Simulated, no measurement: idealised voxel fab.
A process module follows: voxel transistor to metal.
Section cut is 265 nm wide and gridded with 5 nm square cells.
Just so we're on the same page, the cross-sections are grids of square cells, and they're listed out in bands top to bottom, each band one or more rows deep. Band entry format. Leading values: height of top, height of bottom, nm. Remainder: materials in left-to-right order, each with its width in nm. Special words: "all across" on a single material, which then fills the band edge to edge; "blank", empty space. Note: height 0 marks the level under which the wafer is uniformly one material as received. Lowest band unbounded below, written "from 0 down". Top row gets the first number, bottom row gets the second, and each row in between changes by the same step: that is how a band width like "30 to 40" works. Key: "all unchanged" - step with no changed cell in the cross-section. "Closed void catalog" lists enclosed empty spaces (at least 8 cells, no open path upward to the top), each as width x height at distance from the left edge, in nm. On a step's line, text after the settings is the simulator commenting on that step. On any step carrying a mask, the "overlay nm" setting, if present on the step's line, tells how far right of its planned place the mask lay; negative values point to the left.
Set out below are the planned steps of the process
| 1 | RECEIVE with material Si |
| 2 | CONFORMAL_DEP with material SiO2, thk nm 5 |
| 3 | CONFORMAL_DEP with material SiN, thk nm 10 |
| 4 | PATTERN with tone cover, mask id ACTIVE, material resist, width nm 105, pitch nm 125, thk nm 15, overlay nm 0 |
| 5 | DIRECTIONAL_ETCH with etch materials SiN, depth nm 10 |
| 6 | DIRECTIONAL_ETCH with etch materials SiO2, depth nm 5 |
| 7 | DIRECTIONAL_ETCH with etch materials Si, depth nm 35 |
| 8 | STRIP with etch materials resist |
| 9 | OXIDIZE with depth nm 5 |
| 10 | FILL_DEP with material SiO2, thk nm 15 |
| 11 | CMP with height nm 15 |
| 12 | SELECTIVE_ETCH with etch materials SiO2, depth nm 5 |
| 13 | STRIP with etch materials SiN |
| 14 | SELECTIVE_ETCH with etch materials SiO2, depth nm 5 |
| 15 | OXIDIZE with depth nm 5 |
| 16 | DIRECTIONAL_DEP with material polySi, thk nm 20 |
| 17 | DIRECTIONAL_DEP with material SiCN, thk nm 15 |
| 18 | PATTERN with tone cover, mask id GATE, material resist, width nm 25, pitch nm 125, thk nm 20, overlay nm 0 |
| 19 | DIRECTIONAL_ETCH with etch materials SiCN, depth nm 25 |
| 20 | DIRECTIONAL_ETCH with etch materials polySi, depth nm 30 |
| 21 | STRIP with etch materials resist |
| 22 | CONFORMAL_DEP with material SiO2, thk nm 5 |
| 23 | DIRECTIONAL_ETCH with etch materials SiO2, depth nm 5 |
| 24 | CONFORMAL_DEP with material SiN, thk nm 5 |
| 25 | DIRECTIONAL_ETCH with etch materials SiN, depth nm 5 |
| 26 | DIRECTIONAL_ETCH with etch materials SiO2, depth nm 5 |
| 27 | DIRECTIONAL_ETCH with etch materials Si, depth nm 15 |
| 28 | EPI with material pSi, thk nm 20 |
| 29 | FILL_DEP with material SiO2, thk nm 5 |
| 30 | CMP with height nm 35 |
| 31 | DIRECTIONAL_DEP with material SiO2, thk nm 15 |
| 32 | MASKED_ETCH with tone open, mask id CONTACT, width nm 20, etch materials SiO2, depth nm 50, overlay nm 0 |
| 33 | CONFORMAL_DEP with material TiN, thk nm 5 |
| 34 | FILL_DEP with material W, thk nm 5 |
| 35 | CMP with height nm 50 |
| 36 | CONFORMAL_DEP with material SiCN, thk nm 5 |
| 37 | DIRECTIONAL_DEP with material lowk, thk nm 20 |
| 38 | MASKED_ETCH with tone open, mask id METAL_1, width nm 20, etch materials lowk, depth nm 20, overlay nm 0 |
| 39 | MASKED_ETCH with tone open, mask id METAL_1, width nm 20, etch materials SiCN, depth nm 5, overlay nm 0 |
| 40 | CONFORMAL_DEP with material TiN, thk nm 5 |
| 41 | FILL_DEP with material Cu, thk nm 5 |
| 42 | CMP with height nm 75 |
| 43 | CONFORMAL_DEP with material SiCN, thk nm 5 |
| 44 | DIRECTIONAL_DEP with material lowk, thk nm 35 |
| 45 | PATTERN with tone open, mask id METAL_2_HOLES, material resist, width nm 15, pitch nm 125, thk nm 15, overlay nm 0 |
| 46 | DIRECTIONAL_ETCH with etch materials lowk, depth nm 35 |
| 47 | STRIP with etch materials resist |
| 48 | DIRECTIONAL_DEP with material aC, thk nm 10 |
| 49 | PATTERN with tone open, mask id METAL_2, material resist, width nm 20, pitch nm 125, thk nm 25, overlay nm 0 |
| 50 | DIRECTIONAL_ETCH with etch materials aC, depth nm 10 |
| 51 | STRIP with etch materials resist |
| 52 | DIRECTIONAL_ETCH with etch materials lowk, depth nm 20 |
| 53 | DIRECTIONAL_ETCH with etch materials SiCN, depth nm 5 |
| 54 | STRIP with etch materials aC |
| 55 | CONFORMAL_DEP with material TiN, thk nm 5 |
| 56 | FILL_DEP with material Cu, thk nm 10 |
| 57 | CMP with height nm 115 |
| 58 | CONFORMAL_DEP with material SiN, thk nm 5 |
Every wafer here starts from the same state; it is the step 32 width nm that distinguishes them, and the value the plan gives belongs to the first wafer.
Received wafers, first of several: cross-section after step 1
  from 0 down: Si all across
  Closed void catalog: none
Here is the cross-section of the first of several wafers at the end of the module, after its last step, step 58
  from 120 to 115: SiN all across
  from 115 to 100: 20 lowk, then 5 TiN, then 10 Cu, then 5 TiN, then 105 lowk, then 5 TiN, then 10 Cu, then 5 TiN, then 100 lowk
  from 100 to 95: 20 lowk, then 5 TiN, then 5 Cu, then 10 TiN, then 105 lowk, then 5 TiN, then 5 Cu, then 10 TiN, then 100 lowk
  from 95 to 80: 20 lowk, then 5 TiN, then 5 Cu, then 5 TiN, then 110 lowk, then 5 TiN, then 5 Cu, then 5 TiN, then 105 lowk
  from 80 to 75: 20 SiCN, then 15 TiN, then 110 SiCN, then 15 TiN, then 105 SiCN
  from 75 to 55: 20 lowk, then 5 TiN, then 10 Cu, then 5 TiN, then 55 lowk, then 5 TiN, then 10 Cu, then 5 TiN, then 30 lowk, then 5 TiN, then 10 Cu, then 5 TiN, then 55 lowk, then 5 TiN, then 10 Cu, then 5 TiN, then 25 lowk
  from 55 to 50: 20 SiCN, then 20 TiN, then 55 SiCN, then 20 TiN, then 30 SiCN, then 20 TiN, then 55 SiCN, then 20 TiN, then 25 SiCN
  from 50 to 35: 25 SiO2, then 5 TiN, then 10 W, then 5 TiN, then 45 SiO2, then 5 TiN, then 10 W, then 5 TiN, then 40 SiO2, then 5 TiN, then 10 W, then 5 TiN, then 45 SiO2, then 5 TiN, then 10 W, then 5 TiN, then 30 SiO2
  from 35 to 20: 25 SiO2, then 5 TiN, then 10 W, then 5 TiN, then 5 SiN, then 5 SiO2, then 25 SiCN, then 5 SiO2, then 5 SiN, then 5 TiN, then 10 W, then 5 TiN, then 40 SiO2, then 5 TiN, then 10 W, then 5 TiN, then 5 SiN, then 5 SiO2, then 25 SiCN, then 5 SiO2, then 5 SiN, then 5 TiN, then 10 W, then 5 TiN, then 30 SiO2
  from 20 to 15: 25 SiO2, then 20 TiN, then 5 SiN, then 5 SiO2, then 25 polySi, then 5 SiO2, then 5 SiN, then 20 TiN, then 40 SiO2, then 20 TiN, then 5 SiN, then 5 SiO2, then 25 polySi, then 5 SiO2, then 5 SiN, then 20 TiN, then 30 SiO2
  from 15 to 5: 25 SiO2, then 20 pSi, then 5 SiN, then 5 SiO2, then 25 polySi, then 5 SiO2, then 5 SiN, then 20 pSi, then 40 SiO2, then 20 pSi, then 5 SiN, then 5 SiO2, then 25 polySi, then 5 SiO2, then 5 SiN, then 20 pSi, then 30 SiO2
  from 5 to 0: 15 SiO2, then 5 SiN, then 5 SiO2, then 20 pSi, then 5 SiN, then 5 SiO2, then 25 polySi, then 5 SiO2, then 5 SiN, then 20 pSi, then 5 SiO2, then 5 SiN, then 20 SiO2, then 5 SiN, then 5 SiO2, then 20 pSi, then 5 SiN, then 5 SiO2, then 25 polySi, then 5 SiO2, then 5 SiN, then 20 pSi, then 5 SiO2, then 5 SiN, then 20 SiO2
  from 0 to -5: 20 SiO2, then 25 pSi, then 45 SiO2, then 25 pSi, then 30 SiO2, then 25 pSi, then 45 SiO2, then 25 pSi, then 25 SiO2
  from -5 to -20: 20 SiO2, then 25 pSi, then 45 Si, then 25 pSi, then 30 SiO2, then 25 pSi, then 45 Si, then 25 pSi, then 25 SiO2
  from -20 to -40: 20 SiO2, then 95 Si, then 30 SiO2, then 95 Si, then 25 SiO2
  from -40 down: Si all across
  Closed void catalog: none
Here's the last wafer cross-sectioned at the end of the module
  from 120 to 115: SiN all across
  from 115 to 100: 20 lowk, then 5 TiN, then 10 Cu, then 5 TiN, then 105 lowk, then 5 TiN, then 10 Cu, then 5 TiN, then 100 lowk
  from 100 to 95: 20 lowk, then 5 TiN, then 5 Cu, then 10 TiN, then 105 lowk, then 5 TiN, then 5 Cu, then 10 TiN, then 100 lowk
  from 95 to 80: 20 lowk, then 5 TiN, then 5 Cu, then 5 TiN, then 110 lowk, then 5 TiN, then 5 Cu, then 5 TiN, then 105 lowk
  from 80 to 75: 20 SiCN, then 15 TiN, then 110 SiCN, then 15 TiN, then 105 SiCN
  from 75 to 55: 20 lowk, then 5 TiN, then 10 Cu, then 5 TiN, then 55 lowk, then 5 TiN, then 10 Cu, then 5 TiN, then 30 lowk, then 5 TiN, then 10 Cu, then 5 TiN, then 55 lowk, then 5 TiN, then 10 Cu, then 5 TiN, then 25 lowk
  from 55 to 50: 20 SiCN, then 20 TiN, then 55 SiCN, then 20 TiN, then 30 SiCN, then 20 TiN, then 55 SiCN, then 20 TiN, then 25 SiCN
  from 50 to 40: 15 SiO2, then 5 TiN, then 35 W, then 5 TiN, then 20 SiO2, then 5 TiN, then 35 W, then 5 TiN, then 15 SiO2, then 5 TiN, then 35 W, then 5 TiN, then 20 SiO2, then 5 TiN, then 35 W, then 5 TiN, then 15 SiO2
  from 40 to 35: 15 SiO2, then 5 TiN, then 20 W, then 20 TiN, then 20 SiO2, then 15 TiN, then 25 W, then 5 TiN, then 15 SiO2, then 5 TiN, then 20 W, then 20 TiN, then 20 SiO2, then 15 TiN, then 25 W, then 5 TiN, then 15 SiO2
  from 35 to 20: 15 SiO2, then 5 TiN, then 20 W, then 5 TiN, then 5 SiN, then 5 TiN, then 25 SiCN, then 5 TiN, then 5 SiN, then 5 TiN, then 25 W, then 5 TiN, then 15 SiO2, then 5 TiN, then 20 W, then 5 TiN, then 5 SiN, then 5 TiN, then 25 SiCN, then 5 TiN, then 5 SiN, then 5 TiN, then 25 W, then 5 TiN, then 15 SiO2
  from 20 to 15: 15 SiO2, then 30 TiN, then 5 SiN, then 5 TiN, then 25 polySi, then 5 TiN, then 5 SiN, then 25 TiN, then 5 W, then 5 TiN, then 15 SiO2, then 30 TiN, then 5 SiN, then 5 TiN, then 25 polySi, then 5 TiN, then 5 SiN, then 25 TiN, then 5 W, then 5 TiN, then 15 SiO2
  from 15 to 10: 15 SiO2, then 10 TiN, then 20 pSi, then 5 SiN, then 5 TiN, then 25 polySi, then 5 TiN, then 5 SiN, then 20 pSi, then 5 TiN, then 5 W, then 5 TiN, then 15 SiO2, then 10 TiN, then 20 pSi, then 5 SiN, then 5 TiN, then 25 polySi, then 5 TiN, then 5 SiN, then 20 pSi, then 5 TiN, then 5 W, then 5 TiN, then 15 SiO2
  from 10 to 5: 15 SiO2, then 10 TiN, then 20 pSi, then 5 SiN, then 5 TiN, then 25 polySi, then 5 TiN, then 5 SiN, then 20 pSi, then 15 TiN, then 15 SiO2, then 10 TiN, then 20 pSi, then 5 SiN, then 5 TiN, then 25 polySi, then 5 TiN, then 5 SiN, then 20 pSi, then 15 TiN, then 15 SiO2
  from 5 to 0: 15 SiO2, then 5 SiN, then 5 TiN, then 20 pSi, then 5 SiN, then 5 TiN, then 25 polySi, then 5 TiN, then 5 SiN, then 20 pSi, then 5 TiN, then 5 SiN, then 5 TiN, then 15 SiO2, then 5 SiN, then 5 TiN, then 20 pSi, then 5 SiN, then 5 TiN, then 25 polySi, then 5 TiN, then 5 SiN, then 20 pSi, then 5 TiN, then 5 SiN, then 5 TiN, then 15 SiO2
  from 0 to -5: 20 SiO2, then 25 pSi, then 45 SiO2, then 25 pSi, then 30 SiO2, then 25 pSi, then 45 SiO2, then 25 pSi, then 25 SiO2
  from -5 to -20: 20 SiO2, then 25 pSi, then 45 Si, then 25 pSi, then 30 SiO2, then 25 pSi, then 45 Si, then 25 pSi, then 25 SiO2
  from -20 to -40: 20 SiO2, then 95 Si, then 30 SiO2, then 95 Si, then 25 SiO2
  from -40 down: Si all across
  Closed void catalog: none
Each row below is a wafer at the end of the module, listing for every material the number of cells it has gained (+) or lost (-) since it was received, followed by its closed voids
width nm 20; +52 Cu; -218 Si; +114 SiCN; +85 SiN; +406 SiO2; +148 TiN; +48 W; +469 lowk; +128 pSi; +40 polySi; Closed void catalog: none
width nm 25; +52 Cu; -218 Si; +114 SiCN; +85 SiN; +380 SiO2; +158 TiN; +64 W; +469 lowk; +128 pSi; +40 polySi; Closed void catalog: none
width nm 30; +52 Cu; -218 Si; +114 SiCN; +85 SiN; +354 SiO2; +168 TiN; +80 W; +469 lowk; +128 pSi; +40 polySi; Closed void catalog: none
width nm 35; +52 Cu; -218 Si; +114 SiCN; +85 SiN; +316 SiO2; +190 TiN; +96 W; +469 lowk; +128 pSi; +40 polySi; Closed void catalog: none
width nm 40; +52 Cu; -218 Si; +114 SiCN; +85 SiN; +278 SiO2; +212 TiN; +112 W; +469 lowk; +128 pSi; +40 polySi; Closed void catalog: none
width nm 45; +52 Cu; -218 Si; +114 SiCN; +85 SiN; +252 SiO2; +218 TiN; +132 W; +469 lowk; +128 pSi; +40 polySi; Closed void catalog: none
